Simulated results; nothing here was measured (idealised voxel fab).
process module | voxel lift off
We display cut, a cross-section 190 nm in width whose square cells are each 5 nm.
A cross-section is written here as square cells arranged in a grid, and it is given in bands from the top down, each band taking up one or more rows of cells. Read a band's entry like this: the first values are the height of its top and the height of its bottom in nm, and what follows is the sequence of materials from left to right, each with its width in nm. Note that "air" is empty space, and that a single material marked "all across" reaches across the band from edge to edge. Zero point of the height axis is 0; under it, received wafer = one material. Lowest band: continues down indefinitely, "0 -> down". Quick explanation for "30..40": the width changes in equal steps down the rows of cells, from the first number in the band's top row to the second number in its bottom row. Take "all unchanged" at face value: in the step it is given for, the cross-section changed in none of its cells. "Encapsulated voids" - sealed voids, min. 8 cells, no opening to top; format: width x height at distance (distance from left edge; nm throughout). Post-settings text on a step line: simulator's own remark regarding the step. overlay nm: right-of-plan distance of the mask on a masked step; negative values mean left-of-plan.
## Listed below are the process steps as planned
1,RECEIVE, material Si
2,CONFORMAL_DEP, material SiN, thk nm 15
3,PATTERN, tone open, mask id LINES, material resist, width nm 25, pitch nm 55, thk nm 20, overlay nm 0
4,DIRECTIONAL_DEP, material Ru, thk nm 5
5,STRIP, etch materials resist
6,CONFORMAL_DEP, material SiCN, thk nm 5
## Shown in cross-section is the wafer as received, that is, as it stands after step 1
	0 -> down = Si all across
	Encapsulated voids: none
## The module was run from the start shown above using the plan shown above, but one mistake was made doing it; the resulting wafer cross-section is below
	40 -> 35 = air (20)  SiCN (35)  air (20)  SiCN (35)  air (20)  SiCN (35)  air (25)
	35 -> 30 = SiCN (25)  Ru (25)  SiCN (30)  Ru (25)  SiCN (30)  Ru (25)  SiCN (30)
	30 -> 0 = SiN all across
	0 -> down = Si all across
	Encapsulated voids: none
Run error: it should be noted that step 2 of the plan was executed twice
